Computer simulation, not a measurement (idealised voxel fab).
A process module follows: voxel transistor to metal.
Square cells of 5 nm make up the cross-section cut, whose width is 205 nm.
Reading order for cross-sections: top band down to bottom band. Underlying form: a grid of square cells. Band size: one or more rows of cells.
For a band, the entry starts with two heights in nm, that of the top and then that of the bottom, and carries on with the band's materials in order from left to right, each alongside its width in nm; the word "full width" beside a single material means it fills the band edge to edge, and "empty" means empty space.
Heights from 0 (as-received wafer is one material below). Bottom band endless downward, as "0 and below".
You'd read "30 to 40" like this: the band's top row of cells is as wide as the first number, its bottom row is as wide as the second, and going down, every row changes width by the same amount as the row before did.
No cell of the cross-section changed in a step that is given as "no alteration".
"Closed empty spaces": sealed empty spaces, 8 cells or more, no open way to top, listed width x height at distance, with distance from the left edge and width, height and distance in nm.
Whatever follows a step's settings on its line is a remark the simulator itself makes about that step.
Regarding "overlay nm": on a step with a mask, it is the distance the mask lay to the right of its planned place; a negative value places it to the left.
# The steps planned for the process are as follows
1,op RECEIVE | material Si
2,op OXIDIZE | depth nm 5
3,op CONFORMAL_DEP | material SiN | thk nm 10
4,op DIRECTIONAL_DEP | material aC | thk nm 10
5,op PATTERN | tone cover | mask id ACTIVE | material resist | width nm 100 | thk nm 25 | overlay nm 0
6,op DIRECTIONAL_ETCH | etch materials aC | depth nm 10
7,op STRIP | etch materials resist
8,op DIRECTIONAL_ETCH | etch materials SiN | depth nm 10
9,op DIRECTIONAL_ETCH | etch materials SiO2 | depth nm 5
10,op DIRECTIONAL_ETCH | etch materials Si | depth nm 35
11,op STRIP | etch materials aC
12,op OXIDIZE | depth nm 5
13,op FILL_DEP | material SiO2 | thk nm 5
14,op CMP | height nm 10
15,op SELECTIVE_ETCH | etch materials SiO2 | depth nm 10
16,op STRIP | etch materials SiN
17,op SELECTIVE_ETCH | etch materials SiO2 | depth nm 5
18,op OXIDIZE | depth nm 5
19,op DIRECTIONAL_DEP | material polySi | thk nm 20
20,op DIRECTIONAL_DEP | material SiCN | thk nm 15
21,op PATTERN | tone cover | mask id GATE | material resist | width nm 30 | thk nm 15 | overlay nm 0
22,op DIRECTIONAL_ETCH | etch materials SiCN | depth nm 25
23,op DIRECTIONAL_ETCH | etch materials polySi | depth nm 30
24,op STRIP | etch materials resist
25,op CONFORMAL_DEP | material SiN | thk nm 10
26,op DIRECTIONAL_ETCH | etch materials SiN | depth nm 10
27,op DIRECTIONAL_ETCH | etch materials SiO2 | depth nm 5
28,op DIRECTIONAL_ETCH | etch materials Si | depth nm 10
29,op EPI | material nSi | thk nm 15
30,op FILL_DEP | material SiO2 | thk nm 5
31,op CMP | height nm 15
32,op STRIP | etch materials polySi
33,op SELECTIVE_ETCH | etch materials SiO2 | depth nm 5
34,op CONFORMAL_DEP | material HfO2 | thk nm 5
35,op CONFORMAL_DEP | material TiN | thk nm 5
36,op FILL_DEP | material W | thk nm 5
37,op CMP | height nm 10
38,op DIRECTIONAL_DEP | material SiO2 | thk nm 10
39,op PATTERN | tone open | mask id CONTACT | material resist | width nm 15 | pitch nm 75 | thk nm 20 | overlay nm 0
40,op DIRECTIONAL_ETCH | etch materials SiO2 | depth nm 25
41,op STRIP | etch materials resist
42,op CONFORMAL_DEP | material TiN | thk nm 5
43,op FILL_DEP | material Ru | thk nm 10
44,op CMP | height nm 20
45,op DIRECTIONAL_DEP | material TiN | thk nm 5
46,op DIRECTIONAL_DEP | material Ru | thk nm 20
47,op DIRECTIONAL_DEP | material aC | thk nm 10
48,op PATTERN | tone cover | mask id METAL_1 | material resist | width nm 15 | pitch nm 75 | thk nm 25 | overlay nm 0
49,op DIRECTIONAL_ETCH | etch materials aC | depth nm 10
50,op STRIP | etch materials resist
51,op DIRECTIONAL_ETCH | etch materials Ru | depth nm 20
52,op DIRECTIONAL_ETCH | etch materials TiN | depth nm 5
53,op STRIP | etch materials aC
54,op CONFORMAL_DEP | material SiN | thk nm 5
55,op FILL_DEP | material lowk | thk nm 10
56,op CMP | height nm 45
57,op CONFORMAL_DEP | material SiCN | thk nm 5
58,op DIRECTIONAL_DEP | material lowk | thk nm 30
59,op PATTERN | tone open | mask id METAL_2 | material resist | width nm 15 | pitch nm 75 | thk nm 20 | overlay nm 0
60,op DIRECTIONAL_ETCH | etch materials lowk | depth nm 15
61,op STRIP | etch materials resist
62,op PATTERN | tone open | mask id METAL_2_HOLES | material resist | width nm 15 | pitch nm 75 | thk nm 20 | overlay nm 0
63,op DIRECTIONAL_ETCH | etch materials lowk | depth nm 15
64,op DIRECTIONAL_ETCH | etch materials SiCN | depth nm 5
65,op STRIP | etch materials resist
66,op CONFORMAL_DEP | material TiN | thk nm 5
67,op FILL_DEP | material Ru | thk nm 5
68,op CMP | height nm 80
69,op CONFORMAL_DEP | material SiN | thk nm 5
# The first wafer of two, processed as planned
# This is the cross-section of the wafer as we received it, i.e. after step 1
* 0 and below = Si full width
* Closed empty spaces: none
# after step 2
* 0 down to -5 = SiO2 full width
* For the remainder of the cross-section, below -5, there is no change.
# after step 3
* 10 down to 0 = SiN full width
* For the remainder of the cross-section, below 0, there is no change.
# after step 4
* 20 down to 10 = aC full width
* For the remainder of the cross-section, below 10, there is no change.
# after step 5
* 45 down to 20 = empty=50  resist=100  empty=55
* For the remainder of the cross-section, below 20, there is no change.
# after step 6
* 35 down to 20 = empty=50  resist=100  empty=55
* 20 down to 10 = empty=50  aC=100  empty=55
* For the remainder of the cross-section, below 10, there is no change.
# after step 7
* 20 down to 10 = empty=50  aC=100  empty=55
* For the remainder of the cross-section, below 10, there is no change.
# after step 8
* 20 down to 10 = empty=50  aC=100  empty=55
* 10 down to 0 = empty=50  SiN=100  empty=55
* For the remainder of the cross-section, below 0, there is no change.
# after step 9
* 20 down to 10 = empty=50  aC=100  empty=55
* 10 down to 0 = empty=50  SiN=100  empty=55
* 0 down to -5 = empty=50  SiO2=100  empty=55
* For the remainder of the cross-section, below -5, there is no change.
# after step 10
* 20 down to 10 = empty=50  aC=100  empty=55
* 10 down to 0 = empty=50  SiN=100  empty=55
* 0 down to -5 = empty=50  SiO2=100  empty=55
* -5 down to -40 = empty=50  Si=100  empty=55
* For the remainder of the cross-section, below -40, there is no change.
# after step 11
* 10 down to 0 = empty=50  SiN=100  empty=55
* For the remainder of the cross-section, below 0, there is no change.
# after step 12
* 10 down to 0 = empty=50  SiN=100  empty=55
* 0 down to -5 = empty=50  SiO2=100  empty=55
* -5 down to -40 = empty=50  SiO2=5  Si=90  SiO2=5  empty=55
* -40 down to -45 = SiO2=55  Si=90  SiO2=60
* For the remainder of the cross-section, below -45, there is no change.
# after step 13
* 15 down to 10 = SiO2 full width
* 10 down to 0 = SiO2=50  SiN=100  SiO2=55
* 0 down to -5 = SiO2 full width
* -5 down to -45 = SiO2=55  Si=90  SiO2=60
* For the remainder of the cross-section, below -45, there is no change.
# after step 14
* 10 down to 0 = SiO2=50  SiN=100  SiO2=55
* For the remainder of the cross-section, below 0, there is no change.
# after step 15
* 10 down to 0 = empty=50  SiN=100  empty=55
* For the remainder of the cross-section, below 0, there is no change.
# after step 16
* 0 down to -5 = SiO2 full width
* For the remainder of the cross-section, below -5, there is no change.
# after step 17
* -5 down to -45 = SiO2=55  Si=90  SiO2=60
* For the remainder of the cross-section, below -45, there is no change.
# after step 18
* -5 down to -10 = SiO2 full width
* For the remainder of the cross-section, below -10, there is no change.
# after step 19
* 15 down to -5 = polySi full width
* For the remainder of the cross-section, below -5, there is no change.
# after step 20
* 30 down to 15 = SiCN full width
* For the remainder of the cross-section, below 15, there is no change.
# after step 21
* 45 down to 30 = empty=85  resist=30  empty=90
* For the remainder of the cross-section, below 30, there is no change.
# after step 22
* 45 down to 30 = empty=85  resist=30  empty=90
* 30 down to 15 = empty=85  SiCN=30  empty=90
* For the remainder of the cross-section, below 15, there is no change.
# after step 23
* 45 down to 30 = empty=85  resist=30  empty=90
* 30 down to 15 = empty=85  SiCN=30  empty=90
* 15 down to -5 = empty=85  polySi=30  empty=90
* For the remainder of the cross-section, below -5, there is no change.
# after step 24
* 30 down to 15 = empty=85  SiCN=30  empty=90
* For the remainder of the cross-section, below 15, there is no change.
# after step 25
* 40 down to 30 = empty=75  SiN=50  empty=80
* 30 down to 15 = empty=75  SiN=10  SiCN=30  SiN=10  empty=80
* 15 down to 5 = empty=75  SiN=10  polySi=30  SiN=10  empty=80
* 5 down to -5 = SiN=85  polySi=30  SiN=90
* For the remainder of the cross-section, below -5, there is no change.
# after step 26
* 30 down to 15 = empty=75  SiN=10  SiCN=30  SiN=10  empty=80
* 15 down to -5 = empty=75  SiN=10  polySi=30  SiN=10  empty=80
* For the remainder of the cross-section, below -5, there is no change.
# after step 27
* 30 down to 15 = empty=75  SiN=10  SiCN=30  SiN=10  empty=80
* 15 down to -5 = empty=75  SiN=10  polySi=30  SiN=10  empty=80
* -5 down to -10 = empty=75  SiO2=50  empty=80
* For the remainder of the cross-section, below -10, there is no change.
# after step 28
* 30 down to 15 = empty=75  SiN=10  SiCN=30  SiN=10  empty=80
* 15 down to -5 = empty=75  SiN=10  polySi=30  SiN=10  empty=80
* -5 down to -10 = empty=75  SiO2=50  empty=80
* -10 down to -20 = SiO2=55  empty=20  Si=50  empty=20  SiO2=60
* For the remainder of the cross-section, below -20, there is no change.
# after step 29
* 30 down to 15 = empty=75  SiN=10  SiCN=30  SiN=10  empty=80
* 15 down to 5 = empty=75  SiN=10  polySi=30  SiN=10  empty=80
* 5 down to -5 = empty=60  nSi=15  SiN=10  polySi=30  SiN=10  nSi=15  empty=65
* -5 down to -10 = empty=50  nSi=25  SiO2=50  nSi=25  empty=55
* -10 down to -20 = SiO2=55  nSi=20  Si=50  nSi=20  SiO2=60
* For the remainder of the cross-section, below -20, there is no change.
# after step 30
* 35 down to 30 = SiO2 full width
* 30 down to 15 = SiO2=75  SiN=10  SiCN=30  SiN=10  SiO2=80
* 15 down to 5 = SiO2=75  SiN=10  polySi=30  SiN=10  SiO2=80
* 5 down to -5 = SiO2=60  nSi=15  SiN=10  polySi=30  SiN=10  nSi=15  SiO2=65
* -5 down to -10 = SiO2=50  nSi=25  SiO2=50  nSi=25  SiO2=55
* For the remainder of the cross-section, below -10, there is no change.
# after step 31
* 15 down to 5 = SiO2=75  SiN=10  polySi=30  SiN=10  SiO2=80
* For the remainder of the cross-section, below 5, there is no change.
# after step 32
* 15 down to 5 = SiO2=75  SiN=10  empty=30  SiN=10  SiO2=80
* 5 down to -5 = SiO2=60  nSi=15  SiN=10  empty=30  SiN=10  nSi=15  SiO2=65
* For the remainder of the cross-section, below -5, there is no change.
# after step 33
* 15 down to 10 = empty=75  SiN=10  empty=30  SiN=10  empty=80
* 10 down to 5 = SiO2=75  SiN=10  empty=30  SiN=10  SiO2=80
* 5 down to -5 = SiO2=60  nSi=15  SiN=10  empty=30  SiN=10  nSi=15  SiO2=65
* -5 down to -10 = SiO2=50  nSi=25  SiO2=5  empty=40  SiO2=5  nSi=25  SiO2=55
* For the remainder of the cross-section, below -10, there is no change.
# after step 34
* 20 down to 15 = empty=70  HfO2=20  empty=20  HfO2=20  empty=75
* 15 down to 10 = HfO2=75  SiN=10  HfO2=5  empty=20  HfO2=5  SiN=10  HfO2=80
* 10 down to 5 = SiO2=75  SiN=10  HfO2=5  empty=20  HfO2=5  SiN=10  SiO2=80
* 5 down to -5 = SiO2=60  nSi=15  SiN=10  HfO2=5  empty=20  HfO2=5  SiN=10  nSi=15  SiO2=65
* -5 down to -10 = SiO2=50  nSi=25  SiO2=5  HfO2=40  SiO2=5  nSi=25  SiO2=55
* For the remainder of the cross-section, below -10, there is no change.
# after step 35
* 25 down to 20 = empty=65  TiN=30  empty=10  TiN=30  empty=70
* 20 down to 15 = TiN=70  HfO2=20  TiN=5  empty=10  TiN=5  HfO2=20  TiN=75
* 15 down to 10 = HfO2=75  SiN=10  HfO2=5  TiN=5  empty=10  TiN=5  HfO2=5  SiN=10  HfO2=80
* 10 down to 5 = SiO2=75  SiN=10  HfO2=5  TiN=5  empty=10  TiN=5  HfO2=5  SiN=10  SiO2=80
* 5 down to 0 = SiO2=60  nSi=15  SiN=10  HfO2=5  TiN=5  empty=10  TiN=5  HfO2=5  SiN=10  nSi=15  SiO2=65
* 0 down to -5 = SiO2=60  nSi=15  SiN=10  HfO2=5  TiN=20  HfO2=5  SiN=10  nSi=15  SiO2=65
* For the remainder of the cross-section, below -5, there is no change.
# after step 36
* 30 down to 25 = W full width
* 25 down to 20 = W=65  TiN=30  W=10  TiN=30  W=70
* 20 down to 15 = TiN=70  HfO2=20  TiN=5  W=10  TiN=5  HfO2=20  TiN=75
* 15 down to 10 = HfO2=75  SiN=10  HfO2=5  TiN=5  W=10  TiN=5  HfO2=5  SiN=10  HfO2=80
* 10 down to 5 = SiO2=75  SiN=10  HfO2=5  TiN=5  W=10  TiN=5  HfO2=5  SiN=10  SiO2=80
* 5 down to 0 = SiO2=60  nSi=15  SiN=10  HfO2=5  TiN=5  W=10  TiN=5  HfO2=5  SiN=10  nSi=15  SiO2=65
* For the remainder of the cross-section, below 0, there is no change.
# after step 37
* 10 down to 5 = SiO2=75  SiN=10  HfO2=5  TiN=5  W=10  TiN=5  HfO2=5  SiN=10  SiO2=80
* For the remainder of the cross-section, below 5, there is no change.
# after step 38
* 20 down to 10 = SiO2 full width
* For the remainder of the cross-section, below 10, there is no change.
# after step 39
* 40 down to 20 = resist=55  empty=15  resist=60  empty=15  resist=60
* For the remainder of the cross-section, below 20, there is no change.
# after step 40
* 40 down to 20 = resist=55  empty=15  resist=60  empty=15  resist=60
* 20 down to 10 = SiO2=55  empty=15  SiO2=60  empty=15  SiO2=60
* 10 down to 5 = SiO2=55  empty=15  SiO2=5  SiN=10  HfO2=5  TiN=5  W=10  TiN=5  HfO2=5  SiN=10  SiO2=5  empty=15  SiO2=60
* 5 down to 0 = SiO2=55  empty=5  nSi=15  SiN=10  HfO2=5  TiN=5  W=10  TiN=5  HfO2=5  SiN=10  nSi=15  empty=5  SiO2=60
* 0 down to -5 = SiO2=55  empty=5  nSi=15  SiN=10  HfO2=5  TiN=20  HfO2=5  SiN=10  nSi=15  empty=5  SiO2=60
* For the remainder of the cross-section, below -5, there is no change.
# after step 41
* 20 down to 10 = SiO2=55  empty=15  SiO2=60  empty=15  SiO2=60
* For the remainder of the cross-section, below 10, there is no change.
# after step 42
* 25 down to 20 = TiN=60  empty=5  TiN=70  empty=5  TiN=65
* 20 down to 10 = SiO2=55  TiN=5  empty=5  TiN=5  SiO2=60  TiN=5  empty=5  TiN=5  SiO2=60
* 10 down to 5 = SiO2=55  TiN=15  SiO2=5  SiN=10  HfO2=5  TiN=5  W=10  TiN=5  HfO2=5  SiN=10  SiO2=5  TiN=15  SiO2=60
* 5 down to 0 = SiO2=55  TiN=5  nSi=15  SiN=10  HfO2=5  TiN=5  W=10  TiN=5  HfO2=5  SiN=10  nSi=15  TiN=5  SiO2=60
* 0 down to -5 = SiO2=55  TiN=5  nSi=15  SiN=10  HfO2=5  TiN=20  HfO2=5  SiN=10  nSi=15  TiN=5  SiO2=60
* For the remainder of the cross-section, below -5, there is no change.
# after step 43
* 35 down to 25 = Ru full width
* 25 down to 20 = TiN=60  Ru=5  TiN=70  Ru=5  TiN=65
* 20 down to 10 = SiO2=55  TiN=5  Ru=5  TiN=5  SiO2=60  TiN=5  Ru=5  TiN=5  SiO2=60
* For the remainder of the cross-section, below 10, there is no change.
# after step 44
* 20 down to 10 = SiO2=55  TiN=5  Ru=5  TiN=5  SiO2=60  TiN=5  Ru=5  TiN=5  SiO2=60
* For the remainder of the cross-section, below 10, there is no change.
# after step 45
* 25 down to 20 = TiN full width
* For the remainder of the cross-section, below 20, there is no change.
# after step 46
* 45 down to 25 = Ru full width
* For the remainder of the cross-section, below 25, there is no change.
# after step 47
* 55 down to 45 = aC full width
* For the remainder of the cross-section, below 45, there is no change.
# after step 48
* 80 down to 55 = empty=55  resist=15  empty=60  resist=15  empty=60
* For the remainder of the cross-section, below 55, there is no change.
# after step 49
* 70 down to 55 = empty=55  resist=15  empty=60  resist=15  empty=60
* 55 down to 45 = empty=55  aC=15  empty=60  aC=15  empty=60
* For the remainder of the cross-section, below 45, there is no change.
# after step 50
* 55 down to 45 = empty=55  aC=15  empty=60  aC=15  empty=60
* For the remainder of the cross-section, below 45, there is no change.
# after step 51
* 55 down to 45 = empty=55  aC=15  empty=60  aC=15  empty=60
* 45 down to 25 = empty=55  Ru=15  empty=60  Ru=15  empty=60
* For the remainder of the cross-section, below 25, there is no change.
# after step 52
* 55 down to 45 = empty=55  aC=15  empty=60  aC=15  empty=60
* 45 down to 25 = empty=55  Ru=15  empty=60  Ru=15  empty=60
* 25 down to 20 = empty=55  TiN=15  empty=60  TiN=15  empty=60
* For the remainder of the cross-section, below 20, there is no change.
# after step 53
* 45 down to 25 = empty=55  Ru=15  empty=60  Ru=15  empty=60
* For the remainder of the cross-section, below 25, there is no change.
# after step 54
* 50 down to 45 = empty=50  SiN=25  empty=50  SiN=25  empty=55
* 45 down to 25 = empty=50  SiN=5  Ru=15  SiN=5  empty=50  SiN=5  Ru=15  SiN=5  empty=55
* 25 down to 20 = SiN=55  TiN=15  SiN=60  TiN=15  SiN=60
* For the remainder of the cross-section, below 20, there is no change.
# after step 55
* 60 down to 50 = lowk full width
* 50 down to 45 = lowk=50  SiN=25  lowk=50  SiN=25  lowk=55
* 45 down to 25 = lowk=50  SiN=5  Ru=15  SiN=5  lowk=50  SiN=5  Ru=15  SiN=5  lowk=55
* For the remainder of the cross-section, below 25, there is no change.
# after step 56
* 45 down to 25 = lowk=50  SiN=5  Ru=15  SiN=5  lowk=50  SiN=5  Ru=15  SiN=5  lowk=55
* For the remainder of the cross-section, below 25, there is no change.
# after step 57
* 50 down to 45 = SiCN full width
* For the remainder of the cross-section, below 45, there is no change.
# after step 58
* 80 down to 50 = lowk full width
* For the remainder of the cross-section, below 50, there is no change.
# after step 59
* 100 down to 80 = resist=55  empty=15  resist=60  empty=15  resist=60
* For the remainder of the cross-section, below 80, there is no change.
# after step 60
* 100 down to 80 = resist=55  empty=15  resist=60  empty=15  resist=60
* 80 down to 65 = lowk=55  empty=15  lowk=60  empty=15  lowk=60
* For the remainder of the cross-section, below 65, there is no change.
# after step 61
* 80 down to 65 = lowk=55  empty=15  lowk=60  empty=15  lowk=60
* For the remainder of the cross-section, below 65, there is no change.
# after step 62
* 100 down to 80 = resist=55  empty=15  resist=60  empty=15  resist=60
* For the remainder of the cross-section, below 80, there is no change.
# after step 63
* 100 down to 80 = resist=55  empty=15  resist=60  empty=15  resist=60
* 80 down to 50 = lowk=55  empty=15  lowk=60  empty=15  lowk=60
* For the remainder of the cross-section, below 50, there is no change.
# after step 64
* 100 down to 80 = resist=55  empty=15  resist=60  empty=15  resist=60
* 80 down to 50 = lowk=55  empty=15  lowk=60  empty=15  lowk=60
* 50 down to 45 = SiCN=55  empty=15  SiCN=60  empty=15  SiCN=60
* For the remainder of the cross-section, below 45, there is no change.
# after step 65
* 80 down to 50 = lowk=55  empty=15  lowk=60  empty=15  lowk=60
* For the remainder of the cross-section, below 50, there is no change.
# after step 66
* 85 down to 80 = TiN=60  empty=5  TiN=70  empty=5  TiN=65
* 80 down to 50 = lowk=55  TiN=5  empty=5  TiN=5  lowk=60  TiN=5  empty=5  TiN=5  lowk=60
* 50 down to 45 = SiCN=55  TiN=15  SiCN=60  TiN=15  SiCN=60
* For the remainder of the cross-section, below 45, there is no change.
# after step 67
* 90 down to 85 = Ru full width
* 85 down to 80 = TiN=60  Ru=5  TiN=70  Ru=5  TiN=65
* 80 down to 50 = lowk=55  TiN=5  Ru=5  TiN=5  lowk=60  TiN=5  Ru=5  TiN=5  lowk=60
* For the remainder of the cross-section, below 50, there is no change.
# after step 68
* 80 down to 50 = lowk=55  TiN=5  Ru=5  TiN=5  lowk=60  TiN=5  Ru=5  TiN=5  lowk=60
* For the remainder of the cross-section, below 50, there is no change.
# after step 69
* 85 down to 80 = SiN full width
* For the remainder of the cross-section, below 80, there is no change.
# Wafer two. Identical start, identical plan. One mistake in execution. Identical history through step 55
# Planned end of step 56: second wafer, cross-section
* 40 down to 25 = lowk=50  SiN=5  Ru=15  SiN=5  lowk=50  SiN=5  Ru=15  SiN=5  lowk=55
* For the remainder of the cross-section, below 25, there is no change.
# Planned end of step 57: second wafer, cross-section
* 45 down to 40 = SiCN full width
* For the remainder of the cross-section, below 40, there is no change.
# Planned end of step 58: second wafer, cross-section
* 75 down to 45 = lowk full width
* For the remainder of the cross-section, below 45, there is no change.
# Planned end of step 59: second wafer, cross-section
* 95 down to 75 = resist=55  empty=15  resist=60  empty=15  resist=60
* For the remainder of the cross-section, below 75, there is no change.
# Planned end of step 60: second wafer, cross-section
* 95 down to 75 = resist=55  empty=15  resist=60  empty=15  resist=60
* 75 down to 60 = lowk=55  empty=15  lowk=60  empty=15  lowk=60
* For the remainder of the cross-section, below 60, there is no change.
# Planned end of step 61: second wafer, cross-section
* 75 down to 60 = lowk=55  empty=15  lowk=60  empty=15  lowk=60
* For the remainder of the cross-section, below 60, there is no change.
# Planned end of step 62: second wafer, cross-section
* 95 down to 75 = resist=55  empty=15  resist=60  empty=15  resist=60
* For the remainder of the cross-section, below 75, there is no change.
# Planned end of step 63: second wafer, cross-section
* 95 down to 75 = resist=55  empty=15  resist=60  empty=15  resist=60
* 75 down to 45 = lowk=55  empty=15  lowk=60  empty=15  lowk=60
* For the remainder of the cross-section, below 45, there is no change.
# Planned end of step 64: second wafer, cross-section
* 95 down to 75 = resist=55  empty=15  resist=60  empty=15  resist=60
* 75 down to 45 = lowk=55  empty=15  lowk=60  empty=15  lowk=60
* 45 down to 40 = SiCN=55  empty=15  SiCN=60  empty=15  SiCN=60
* For the remainder of the cross-section, below 40, there is no change.
# Planned end of step 65: second wafer, cross-section
* 75 down to 45 = lowk=55  empty=15  lowk=60  empty=15  lowk=60
* For the remainder of the cross-section, below 45, there is no change.
# Planned end of step 66: second wafer, cross-section
* 80 down to 75 = TiN=60  empty=5  TiN=70  empty=5  TiN=65
* 75 down to 45 = lowk=55  TiN=5  empty=5  TiN=5  lowk=60  TiN=5  empty=5  TiN=5  lowk=60
* 45 down to 40 = SiCN=55  TiN=15  SiCN=60  TiN=15  SiCN=60
* For the remainder of the cross-section, below 40, there is no change.
# Planned end of step 67: second wafer, cross-section
* 85 down to 80 = Ru full width
* 80 down to 75 = TiN=60  Ru=5  TiN=70  Ru=5  TiN=65
* 75 down to 45 = lowk=55  TiN=5  Ru=5  TiN=5  lowk=60  TiN=5  Ru=5  TiN=5  lowk=60
* For the remainder of the cross-section, below 45, there is no change.
# Planned end of step 68: second wafer, cross-section
* 80 down to 75 = TiN=60  Ru=5  TiN=70  Ru=5  TiN=65
* For the remainder of the cross-section, below 75, there is no change.
# Planned end of step 69: second wafer, cross-section
* 85 down to 80 = SiN full width
* For the remainder of the cross-section, below 80, there is no change.
what went wrong: step 56 was not run as planned; what actually ran was op CMP | height nm 40
at the end the second wafer has, in cells: Ru: 4 fewer | SiN: 4 fewer | TiN: 39 more | lowk: 31 fewer
